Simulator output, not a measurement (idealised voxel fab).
process module | voxel air gaps
cross-section cut | 185 nm wide | cells 5 nm
A cross-section is a grid of square cells, given in bands from the top down. A band is one or more rows of cells.
Each band's line starts with the height of the band's top and of its bottom, in nm. Then come its materials from left to right, each with its width in nm. One material with "throughout" fills the band from edge to edge. "air" is empty space.
Height 0 is the level under which the wafer as received is all one material. The lowest band goes on downwards, as in "0 down".
A width such as "30 to 40" changes by the same amount from each row of cells to the next, from the band's top row to its bottom row.
"no change" after a step means that no cell of the cross-section changed.
closed voids: empty space of 8 cells or more with no open way to the top, each as width x height at its distance from the left edge, in nm
after a step's settings: what the simulator itself notes on the step
overlay nm, on a step with a mask: how far to the right of its planned place the mask lay; to the left if negative
plan
1 op RECEIVE | material Si
2 op CONFORMAL_DEP | material SiO2 | thk nm 10
3 op CONFORMAL_DEP | material SiCN | thk nm 5
4 op DIRECTIONAL_DEP | material SiO2 | thk nm 30
5 op PATTERN | tone open | mask id LINES | material resist | width nm 20 | pitch nm 50 | thk nm 20 | overlay nm 0
6 op DIRECTIONAL_ETCH | etch materials SiO2 | depth nm 30
7 op STRIP | etch materials resist
8 op CONFORMAL_DEP | material TiN | thk nm 5
9 op FILL_DEP | material Cu | thk nm 5
10 op CMP | height nm 45
11 op EPI | material Ru | thk nm 10
12 op SELECTIVE_ETCH | etch materials SiO2 | depth nm 40
13 op CONFORMAL_DEP | material SiCN | thk nm 5
first wafer, as planned
as received, after step 1
  0 down: Si throughout
  closed voids: none
after step 2
  10 to 0: SiO2 throughout
  below 0: unchanged
after step 3
  15 to 10: SiCN throughout
  below 10: unchanged
after step 4
  45 to 15: SiO2 throughout
  below 15: unchanged
after step 5
  65 to 45: resist 30 | air 20 | resist 30 | air 20 | resist 30 | air 20 | resist 35
  below 45: unchanged
after step 6
  65 to 45: resist 30 | air 20 | resist 30 | air 20 | resist 30 | air 20 | resist 35
  45 to 15: SiO2 30 | air 20 | SiO2 30 | air 20 | SiO2 30 | air 20 | SiO2 35
  below 15: unchanged
after step 7
  45 to 15: SiO2 30 | air 20 | SiO2 30 | air 20 | SiO2 30 | air 20 | SiO2 35
  below 15: unchanged
after step 8
  50 to 45: TiN 35 | air 10 | TiN 40 | air 10 | TiN 40 | air 10 | TiN 40
  45 to 20: SiO2 30 | TiN 5 | air 10 | TiN 5 | SiO2 30 | TiN 5 | air 10 | TiN 5 | SiO2 30 | TiN 5 | air 10 | TiN 5 | SiO2 35
  20 to 15: SiO2 30 | TiN 20 | SiO2 30 | TiN 20 | SiO2 30 | TiN 20 | SiO2 35
  below 15: unchanged
after step 9
  55 to 50: Cu throughout
  50 to 45: TiN 35 | Cu 10 | TiN 40 | Cu 10 | TiN 40 | Cu 10 | TiN 40
  45 to 20: SiO2 30 | TiN 5 | Cu 10 | TiN 5 | SiO2 30 | TiN 5 | Cu 10 | TiN 5 | SiO2 30 | TiN 5 | Cu 10 | TiN 5 | SiO2 35
  below 20: unchanged
after step 10
  45 to 20: SiO2 30 | TiN 5 | Cu 10 | TiN 5 | SiO2 30 | TiN 5 | Cu 10 | TiN 5 | SiO2 30 | TiN 5 | Cu 10 | TiN 5 | SiO2 35
  below 20: unchanged
after step 11
  55 to 45: air 20 | Ru 40 | air 10 | Ru 40 | air 10 | Ru 40 | air 25
  below 45: unchanged
after step 12
  55 to 45: air 20 | Ru 40 | air 10 | Ru 40 | air 10 | Ru 40 | air 25
  45 to 20: air 30 | TiN 5 | Cu 10 | TiN 5 | air 30 | TiN 5 | Cu 10 | TiN 5 | air 30 | TiN 5 | Cu 10 | TiN 5 | air 35
  20 to 15: air 30 | TiN 20 | air 30 | TiN 20 | air 30 | TiN 20 | air 35
  below 15: unchanged
after step 13
  60 to 55: air 15 | SiCN 150 | air 20
  55 to 45: air 15 | SiCN 5 | Ru 40 | SiCN 10 | Ru 40 | SiCN 10 | Ru 40 | SiCN 5 | air 20
  45 to 40: air 15 | SiCN 15 | TiN 5 | Cu 10 | TiN 5 | SiCN 30 | TiN 5 | Cu 10 | TiN 5 | SiCN 30 | TiN 5 | Cu 10 | TiN 5 | SiCN 15 | air 20
  40 to 20: air 25 | SiCN 5 | TiN 5 | Cu 10 | TiN 5 | SiCN 5 | air 20 | SiCN 5 | TiN 5 | Cu 10 | TiN 5 | SiCN 5 | air 20 | SiCN 5 | TiN 5 | Cu 10 | TiN 5 | SiCN 5 | air 30
  20 to 15: SiCN 30 | TiN 20 | SiCN 30 | TiN 20 | SiCN 30 | TiN 20 | SiCN 35
  below 15: unchanged
  closed voids: 20 x 20 at 55; 20 x 20 at 105
second wafer: like start, like plan, one mistake. Through step 4 it matches the first wafer
when step 5 should have ended
  65 to 45: air 30 | resist 20 | air 30 | resist 20 | air 30 | resist 20 | air 35
  below 45: unchanged
when step 6 should have ended
  65 to 45: air 30 | resist 20 | air 30 | resist 20 | air 30 | resist 20 | air 35
  45 to 15: air 30 | SiO2 20 | air 30 | SiO2 20 | air 30 | SiO2 20 | air 35
  below 15: unchanged
when step 7 should have ended
  45 to 15: air 30 | SiO2 20 | air 30 | SiO2 20 | air 30 | SiO2 20 | air 35
  below 15: unchanged
when step 8 should have ended
  50 to 45: air 25 | TiN 30 | air 20 | TiN 30 | air 20 | TiN 30 | air 30
  45 to 20: air 25 | TiN 5 | SiO2 20 | TiN 5 | air 20 | TiN 5 | SiO2 20 | TiN 5 | air 20 | TiN 5 | SiO2 20 | TiN 5 | air 30
  20 to 15: TiN 30 | SiO2 20 | TiN 30 | SiO2 20 | TiN 30 | SiO2 20 | TiN 35
  below 15: unchanged
when step 9 should have ended
  55 to 50: Cu throughout
  50 to 45: Cu 25 | TiN 30 | Cu 20 | TiN 30 | Cu 20 | TiN 30 | Cu 30
  45 to 20: Cu 25 | TiN 5 | SiO2 20 | TiN 5 | Cu 20 | TiN 5 | SiO2 20 | TiN 5 | Cu 20 | TiN 5 | SiO2 20 | TiN 5 | Cu 30
  below 20: unchanged
when step 10 should have ended
  45 to 20: Cu 25 | TiN 5 | SiO2 20 | TiN 5 | Cu 20 | TiN 5 | SiO2 20 | TiN 5 | Cu 20 | TiN 5 | SiO2 20 | TiN 5 | Cu 30
  below 20: unchanged
when step 11 should have ended
  55 to 45: Ru throughout
  below 45: unchanged
when step 12 should have ended: no change
when step 13 should have ended
  60 to 55: SiCN throughout
  below 55: unchanged
what went wrong: step 5 ran as: op PATTERN | tone cover | mask id LINES | material resist | width nm 20 | pitch nm 50 | thk nm 20 | overlay nm 0
at the end the second wafer has, in cells: 65 more of Cu | 26 more of Ru | 72 fewer of SiCN | 72 more of SiO2 | 13 more of TiN
closed voids at the end (first wafer, second wafer): 2, 0
